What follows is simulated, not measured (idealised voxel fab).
Process module heading - voxel wiring stack
Each square cell in cross-section cut measures 5 nm, and the section as a whole is 260 nm wide.
Cross-section = grid of square cells, listed top down in bands; band = one or more rows. It is stipulated that each band's entry specify, in nanometres, the height of the top of the band and then that of its bottom, followed by the materials of the band in left-to-right sequence, each together with its width in nanometres. A single material marked by the word "throughout" is understood to fill the band from edge to edge; the word "air" is understood to denote empty space. A quick word on heights: they are counted from 0, and under that level the wafer as it came to us is one material throughout. The lowest band is different from the rest in having no bottom; it simply continues downward, written as in "0 nm and below". Per-row width for "30 to 40": begins at first number (top row of band), ends at second number (bottom row), increment between rows held constant. "identical to before" after a step means that no cell of the cross-section changed. In "Fully enclosed voids" the enclosed voids are listed, meaning empty spaces of 8 cells or larger without any opening to the top. The form is width x height at distance, distance from the left edge, units nm. Past the settings on a step's line: simulator remark, on that step. On any step carrying a mask, the "overlay nm" setting, if present on the step's line, tells how far right of its planned place the mask lay; negative values point to the left.

-- Planned step list for the process
1: RECEIVE,material Si
2: CONFORMAL_DEP,material SiO2,thk nm 15
3: DIRECTIONAL_DEP,material TiN,thk nm 5
4: DIRECTIONAL_DEP,material W,thk nm 25
5: MASKED_ETCH,tone cover,mask id METAL_1,width nm 30,pitch nm 55,etch materials W,depth nm 25,overlay nm 0
6: MASKED_ETCH,tone cover,mask id METAL_1,width nm 30,pitch nm 55,etch materials TiN,depth nm 5,overlay nm 0
7: FILL_DEP,material lowk,thk nm 5
8: CMP,height nm 45
9: CONFORMAL_DEP,material SiCN,thk nm 5
10: DIRECTIONAL_DEP,material lowk,thk nm 10
11: MASKED_ETCH,tone open,mask id PLUG_1,width nm 15,etch materials lowk,depth nm 10,overlay nm 0
12: MASKED_ETCH,tone open,mask id PLUG_1,width nm 15,etch materials SiCN,depth nm 5,overlay nm 0
13: EPI,material Ru,thk nm 10
14: EPI,material Ru,thk nm 5
15: DIRECTIONAL_DEP,material TiN,thk nm 5
16: DIRECTIONAL_DEP,material W,thk nm 15
17: PATTERN,tone cover,mask id METAL_2,material resist,width nm 30,pitch nm 55,thk nm 15,overlay nm 0
18: DIRECTIONAL_ETCH,etch materials W,depth nm 15
19: DIRECTIONAL_ETCH,etch materials TiN,depth nm 5
20: STRIP,etch materials resist
21: FILL_DEP,material lowk,thk nm 10
22: CMP,height nm 80
23: CONFORMAL_DEP,material SiCN,thk nm 5
24: DIRECTIONAL_DEP,material lowk,thk nm 15
25: PATTERN,tone open,mask id PLUG_2,material resist,width nm 15,pitch nm 55,thk nm 20,overlay nm 0
26: DIRECTIONAL_ETCH,etch materials lowk,depth nm 15
27: DIRECTIONAL_ETCH,etch materials SiCN,depth nm 5
28: STRIP,etch materials resist
29: EPI,material Ru,thk nm 10
30: EPI,material Ru,thk nm 10
31: CONFORMAL_DEP,material SiCN,thk nm 5
32: DIRECTIONAL_DEP,material lowk,thk nm 20
33: DIRECTIONAL_DEP,material aC,thk nm 10
34: PATTERN,tone open,mask id METAL_3,material resist,width nm 30,pitch nm 55,thk nm 25,overlay nm 0
35: DIRECTIONAL_ETCH,etch materials aC,depth nm 10
36: STRIP,etch materials resist
37: DIRECTIONAL_ETCH,etch materials lowk,depth nm 20
38: DIRECTIONAL_ETCH,etch materials SiCN,depth nm 5
39: STRIP,etch materials aC
40: CONFORMAL_DEP,material TiN,thk nm 5
41: FILL_DEP,material Ru,thk nm 10
42: CMP,height nm 125
43: CONFORMAL_DEP,material SiCN,thk nm 5
44: DIRECTIONAL_DEP,material SiO2,thk nm 10
45: MASKED_ETCH,tone open,mask id PLUG_3,width nm 15,pitch nm 55,etch materials SiO2,depth nm 10,overlay nm 0
46: MASKED_ETCH,tone open,mask id PLUG_3,width nm 15,pitch nm 55,etch materials SiCN,depth nm 5,overlay nm 0
47: CONFORMAL_DEP,material TiN,thk nm 5
48: FILL_DEP,material W,thk nm 10
49: CMP,height nm 140
50: CONFORMAL_DEP,material SiN,thk nm 5
51: DIRECTIONAL_DEP,material SiO2,thk nm 20
52: PATTERN,tone open,mask id METAL_4,material resist,width nm 30,pitch nm 55,thk nm 20,overlay nm 0
53: DIRECTIONAL_ETCH,etch materials SiO2,depth nm 20
54: DIRECTIONAL_ETCH,etch materials SiN,depth nm 5
55: STRIP,etch materials resist
56: CONFORMAL_DEP,material TiN,thk nm 5
57: FILL_DEP,material Cu,thk nm 10
58: CMP,height nm 165
59: EPI,material Ru,thk nm 5
60: FILL_DEP,material SiCN,thk nm 5

-- So, the first of our two wafers, run just as we planned it

-- Here's what the wafer looked like in cross-section when it arrived - that's after step 1
- 0 nm and below = Si throughout
- Fully enclosed voids: none

-- How the wafer stands in section after step 2
- 15 nm to 0 nm = SiO2 throughout
- Whatever lies below 0 is exactly as it was before.

-- How the wafer stands in section after step 3
- 20 nm to 15 nm = TiN throughout
- Whatever lies below 15 is exactly as it was before.

-- How the wafer stands in section after step 4
- 45 nm to 20 nm = W throughout
- Whatever lies below 20 is exactly as it was before.

-- How the wafer stands in section after step 5
- 45 nm to 20 nm = 85 of air | 30 of W | 25 of air | 30 of W | 90 of air
- Whatever lies below 20 is exactly as it was before.

-- How the wafer stands in section after step 6
- 45 nm to 20 nm = 85 of air | 30 of W | 25 of air | 30 of W | 90 of air
- 20 nm to 15 nm = 85 of air | 30 of TiN | 25 of air | 30 of TiN | 90 of air
- Whatever lies below 15 is exactly as it was before.

-- How the wafer stands in section after step 7
- 50 nm to 45 nm = lowk throughout
- 45 nm to 20 nm = 85 of lowk | 30 of W | 25 of lowk | 30 of W | 90 of lowk
- 20 nm to 15 nm = 85 of lowk | 30 of TiN | 25 of lowk | 30 of TiN | 90 of lowk
- Whatever lies below 15 is exactly as it was before.

-- How the wafer stands in section after step 8
- 45 nm to 20 nm = 85 of lowk | 30 of W | 25 of lowk | 30 of W | 90 of lowk
- Whatever lies below 20 is exactly as it was before.

-- How the wafer stands in section after step 9
- 50 nm to 45 nm = SiCN throughout
- Whatever lies below 45 is exactly as it was before.

-- How the wafer stands in section after step 10
- 60 nm to 50 nm = lowk throughout
- Whatever lies below 50 is exactly as it was before.

-- How the wafer stands in section after step 11
- 60 nm to 50 nm = 85 of lowk | 15 of air | 160 of lowk
- Whatever lies below 50 is exactly as it was before.

-- How the wafer stands in section after step 12
- 60 nm to 50 nm = 85 of lowk | 15 of air | 160 of lowk
- 50 nm to 45 nm = 85 of SiCN | 15 of air | 160 of SiCN
- Whatever lies below 45 is exactly as it was before.

-- How the wafer stands in section after step 13
- 60 nm to 55 nm = 85 of lowk | 15 of air | 160 of lowk
- 55 nm to 50 nm = 85 of lowk | 15 of Ru | 160 of lowk
- 50 nm to 45 nm = 85 of SiCN | 15 of Ru | 160 of SiCN
- Whatever lies below 45 is exactly as it was before.

-- How the wafer stands in section after step 14
- 60 nm to 50 nm = 85 of lowk | 15 of Ru | 160 of lowk
- Whatever lies below 50 is exactly as it was before.

-- How the wafer stands in section after step 15
- 65 nm to 60 nm = TiN throughout
- Whatever lies below 60 is exactly as it was before.

-- How the wafer stands in section after step 16
- 80 nm to 65 nm = W throughout
- Whatever lies below 65 is exactly as it was before.

-- How the wafer stands in section after step 17
- 95 nm to 80 nm = 85 of air | 30 of resist | 25 of air | 30 of resist | 90 of air
- Whatever lies below 80 is exactly as it was before.

-- How the wafer stands in section after step 18
- 95 nm to 80 nm = 85 of air | 30 of resist | 25 of air | 30 of resist | 90 of air
- 80 nm to 65 nm = 85 of air | 30 of W | 25 of air | 30 of W | 90 of air
- Whatever lies below 65 is exactly as it was before.

-- How the wafer stands in section after step 19
- 95 nm to 80 nm = 85 of air | 30 of resist | 25 of air | 30 of resist | 90 of air
- 80 nm to 65 nm = 85 of air | 30 of W | 25 of air | 30 of W | 90 of air
- 65 nm to 60 nm = 85 of air | 30 of TiN | 25 of air | 30 of TiN | 90 of air
- Whatever lies below 60 is exactly as it was before.

-- How the wafer stands in section after step 20
- 80 nm to 65 nm = 85 of air | 30 of W | 25 of air | 30 of W | 90 of air
- Whatever lies below 65 is exactly as it was before.

-- How the wafer stands in section after step 21
- 90 nm to 80 nm = lowk throughout
- 80 nm to 65 nm = 85 of lowk | 30 of W | 25 of lowk | 30 of W | 90 of lowk
- 65 nm to 60 nm = 85 of lowk | 30 of TiN | 25 of lowk | 30 of TiN | 90 of lowk
- Whatever lies below 60 is exactly as it was before.

-- How the wafer stands in section after step 22
- 80 nm to 65 nm = 85 of lowk | 30 of W | 25 of lowk | 30 of W | 90 of lowk
- Whatever lies below 65 is exactly as it was before.

-- How the wafer stands in section after step 23
- 85 nm to 80 nm = SiCN throughout
- Whatever lies below 80 is exactly as it was before.

-- How the wafer stands in section after step 24
- 100 nm to 85 nm = lowk throughout
- Whatever lies below 85 is exactly as it was before.

-- How the wafer stands in section after step 25
- 120 nm to 100 nm = 85 of resist | 15 of air | 40 of resist | 15 of air | 105 of resist
- Whatever lies below 100 is exactly as it was before.

-- How the wafer stands in section after step 26
- 120 nm to 100 nm = 85 of resist | 15 of air | 40 of resist | 15 of air | 105 of resist
- 100 nm to 85 nm = 85 of lowk | 15 of air | 40 of lowk | 15 of air | 105 of lowk
- Whatever lies below 85 is exactly as it was before.

-- How the wafer stands in section after step 27
- 120 nm to 100 nm = 85 of resist | 15 of air | 40 of resist | 15 of air | 105 of resist
- 100 nm to 85 nm = 85 of lowk | 15 of air | 40 of lowk | 15 of air | 105 of lowk
- 85 nm to 80 nm = 85 of SiCN | 15 of air | 40 of SiCN | 15 of air | 105 of SiCN
- Whatever lies below 80 is exactly as it was before.

-- How the wafer stands in section after step 28
- 100 nm to 85 nm = 85 of lowk | 15 of air | 40 of lowk | 15 of air | 105 of lowk
- Whatever lies below 85 is exactly as it was before.

-- How the wafer stands in section after step 29
- 100 nm to 90 nm = 85 of lowk | 15 of air | 40 of lowk | 15 of air | 105 of lowk
- 90 nm to 85 nm = 85 of lowk | 15 of Ru | 40 of lowk | 15 of Ru | 105 of lowk
- 85 nm to 80 nm = 85 of SiCN | 15 of Ru | 40 of SiCN | 15 of Ru | 105 of SiCN
- Whatever lies below 80 is exactly as it was before.

-- How the wafer stands in section after step 30
- 100 nm to 85 nm = 85 of lowk | 15 of Ru | 40 of lowk | 15 of Ru | 105 of lowk
- Whatever lies below 85 is exactly as it was before.

-- How the wafer stands in section after step 31
- 105 nm to 100 nm = SiCN throughout
- Whatever lies below 100 is exactly as it was before.

-- How the wafer stands in section after step 32
- 125 nm to 105 nm = lowk throughout
- Whatever lies below 105 is exactly as it was before.

-- How the wafer stands in section after step 33
- 135 nm to 125 nm = aC throughout
- Whatever lies below 125 is exactly as it was before.

-- How the wafer stands in section after step 34
- 160 nm to 135 nm = 85 of resist | 30 of air | 25 of resist | 30 of air | 90 of resist
- Whatever lies below 135 is exactly as it was before.

-- How the wafer stands in section after step 35
- 150 nm to 135 nm = 85 of resist | 30 of air | 25 of resist | 30 of air | 90 of resist
- 135 nm to 125 nm = 85 of aC | 30 of air | 25 of aC | 30 of air | 90 of aC
- Whatever lies below 125 is exactly as it was before.

-- How the wafer stands in section after step 36
- 135 nm to 125 nm = 85 of aC | 30 of air | 25 of aC | 30 of air | 90 of aC
- Whatever lies below 125 is exactly as it was before.

-- How the wafer stands in section after step 37
- 135 nm to 125 nm = 85 of aC | 30 of air | 25 of aC | 30 of air | 90 of aC
- 125 nm to 105 nm = 85 of lowk | 30 of air | 25 of lowk | 30 of air | 90 of lowk
- Whatever lies below 105 is exactly as it was before.

-- How the wafer stands in section after step 38
- 135 nm to 125 nm = 85 of aC | 30 of air | 25 of aC | 30 of air | 90 of aC
- 125 nm to 105 nm = 85 of lowk | 30 of air | 25 of lowk | 30 of air | 90 of lowk
- 105 nm to 100 nm = 85 of SiCN | 30 of air | 25 of SiCN | 30 of air | 90 of SiCN
- Whatever lies below 100 is exactly as it was before.

-- How the wafer stands in section after step 39
- 125 nm to 105 nm = 85 of lowk | 30 of air | 25 of lowk | 30 of air | 90 of lowk
- Whatever lies below 105 is exactly as it was before.

-- How the wafer stands in section after step 40
- 130 nm to 125 nm = 90 of TiN | 20 of air | 35 of TiN | 20 of air | 95 of TiN
- 125 nm to 105 nm = 85 of lowk | 5 of TiN | 20 of air | 5 of TiN | 25 of lowk | 5 of TiN | 20 of air | 5 of TiN | 90 of lowk
- 105 nm to 100 nm = 85 of SiCN | 30 of TiN | 25 of SiCN | 30 of TiN | 90 of SiCN
- Whatever lies below 100 is exactly as it was before.

-- How the wafer stands in section after step 41
- 140 nm to 130 nm = Ru throughout
- 130 nm to 125 nm = 90 of TiN | 20 of Ru | 35 of TiN | 20 of Ru | 95 of TiN
- 125 nm to 105 nm = 85 of lowk | 5 of TiN | 20 of Ru | 5 of TiN | 25 of lowk | 5 of TiN | 20 of Ru | 5 of TiN | 90 of lowk
- Whatever lies below 105 is exactly as it was before.

-- How the wafer stands in section after step 42
- 125 nm to 105 nm = 85 of lowk | 5 of TiN | 20 of Ru | 5 of TiN | 25 of lowk | 5 of TiN | 20 of Ru | 5 of TiN | 90 of lowk
- Whatever lies below 105 is exactly as it was before.

-- How the wafer stands in section after step 43
- 130 nm to 125 nm = SiCN throughout
- Whatever lies below 125 is exactly as it was before.

-- How the wafer stands in section after step 44
- 140 nm to 130 nm = SiO2 throughout
- Whatever lies below 130 is exactly as it was before.

-- How the wafer stands in section after step 45
- 140 nm to 130 nm = 85 of SiO2 | 15 of air | 40 of SiO2 | 15 of air | 105 of SiO2
- Whatever lies below 130 is exactly as it was before.

-- How the wafer stands in section after step 46
- 140 nm to 130 nm = 85 of SiO2 | 15 of air | 40 of SiO2 | 15 of air | 105 of SiO2
- 130 nm to 125 nm = 85 of SiCN | 15 of air | 40 of SiCN | 15 of air | 105 of SiCN
- Whatever lies below 125 is exactly as it was before.

-- How the wafer stands in section after step 47
- 145 nm to 140 nm = 90 of TiN | 5 of air | 50 of TiN | 5 of air | 110 of TiN
- 140 nm to 130 nm = 85 of SiO2 | 5 of TiN | 5 of air | 5 of TiN | 40 of SiO2 | 5 of TiN | 5 of air | 5 of TiN | 105 of SiO2
- 130 nm to 125 nm = 85 of SiCN | 15 of TiN | 40 of SiCN | 15 of TiN | 105 of SiCN
- Whatever lies below 125 is exactly as it was before.

-- How the wafer stands in section after step 48
- 155 nm to 145 nm = W throughout
- 145 nm to 140 nm = 90 of TiN | 5 of W | 50 of TiN | 5 of W | 110 of TiN
- 140 nm to 130 nm = 85 of SiO2 | 5 of TiN | 5 of W | 5 of TiN | 40 of SiO2 | 5 of TiN | 5 of W | 5 of TiN | 105 of SiO2
- Whatever lies below 130 is exactly as it was before.

-- How the wafer stands in section after step 49
- 140 nm to 130 nm = 85 of SiO2 | 5 of TiN | 5 of W | 5 of TiN | 40 of SiO2 | 5 of TiN | 5 of W | 5 of TiN | 105 of SiO2
- Whatever lies below 130 is exactly as it was before.

-- How the wafer stands in section after step 50
- 145 nm to 140 nm = SiN throughout
- Whatever lies below 140 is exactly as it was before.

-- How the wafer stands in section after step 51
- 165 nm to 145 nm = SiO2 throughout
- Whatever lies below 145 is exactly as it was before.

-- How the wafer stands in section after step 52
- 185 nm to 165 nm = 85 of resist | 30 of air | 25 of resist | 30 of air | 90 of resist
- Whatever lies below 165 is exactly as it was before.

-- How the wafer stands in section after step 53
- 185 nm to 165 nm = 85 of resist | 30 of air | 25 of resist | 30 of air | 90 of resist
- 165 nm to 145 nm = 85 of SiO2 | 30 of air | 25 of SiO2 | 30 of air | 90 of SiO2
- Whatever lies below 145 is exactly as it was before.

-- How the wafer stands in section after step 54
- 185 nm to 165 nm = 85 of resist | 30 of air | 25 of resist | 30 of air | 90 of resist
- 165 nm to 145 nm = 85 of SiO2 | 30 of air | 25 of SiO2 | 30 of air | 90 of SiO2
- 145 nm to 140 nm = 85 of SiN | 30 of air | 25 of SiN | 30 of air | 90 of SiN
- Whatever lies below 140 is exactly as it was before.

-- How the wafer stands in section after step 55
- 165 nm to 145 nm = 85 of SiO2 | 30 of air | 25 of SiO2 | 30 of air | 90 of SiO2
- Whatever lies below 145 is exactly as it was before.

-- How the wafer stands in section after step 56
- 170 nm to 165 nm = 90 of TiN | 20 of air | 35 of TiN | 20 of air | 95 of TiN
- 165 nm to 145 nm = 85 of SiO2 | 5 of TiN | 20 of air | 5 of TiN | 25 of SiO2 | 5 of TiN | 20 of air | 5 of TiN | 90 of SiO2
- 145 nm to 140 nm = 85 of SiN | 30 of TiN | 25 of SiN | 30 of TiN | 90 of SiN
- Whatever lies below 140 is exactly as it was before.

-- How the wafer stands in section after step 57
- 180 nm to 170 nm = Cu throughout
- 170 nm to 165 nm = 90 of TiN | 20 of Cu | 35 of TiN | 20 of Cu | 95 of TiN
- 165 nm to 145 nm = 85 of SiO2 | 5 of TiN | 20 of Cu | 5 of TiN | 25 of SiO2 | 5 of TiN | 20 of Cu | 5 of TiN | 90 of SiO2
- Whatever lies below 145 is exactly as it was before.

-- How the wafer stands in section after step 58
- 165 nm to 145 nm = 85 of SiO2 | 5 of TiN | 20 of Cu | 5 of TiN | 25 of SiO2 | 5 of TiN | 20 of Cu | 5 of TiN | 90 of SiO2
- Whatever lies below 145 is exactly as it was before.

-- How the wafer stands in section after step 59
- 170 nm to 165 nm = 80 of air | 40 of Ru | 15 of air | 40 of Ru | 85 of air
- Whatever lies below 165 is exactly as it was before.

-- How the wafer stands in section after step 60
- 175 nm to 170 nm = SiCN throughout
- 170 nm to 165 nm = 80 of SiCN | 40 of Ru | 15 of SiCN | 40 of Ru | 85 of SiCN
- Whatever lies below 165 is exactly as it was before.

-- Okay, second wafer. Nothing different at the start, nothing different in the plan, just one mistake somewhere in the running. As far as step 59, counting that step, it's the first wafer all over again

Cross-section, second wafer, at the end time the plan gives for step 60: identical to before
Here's what went sideways: the plan's step 60 went unexecuted, having been skipped
Looking at both finished wafers in cells, the second ends up ahead of or behind the first on some materials: -88 SiCN
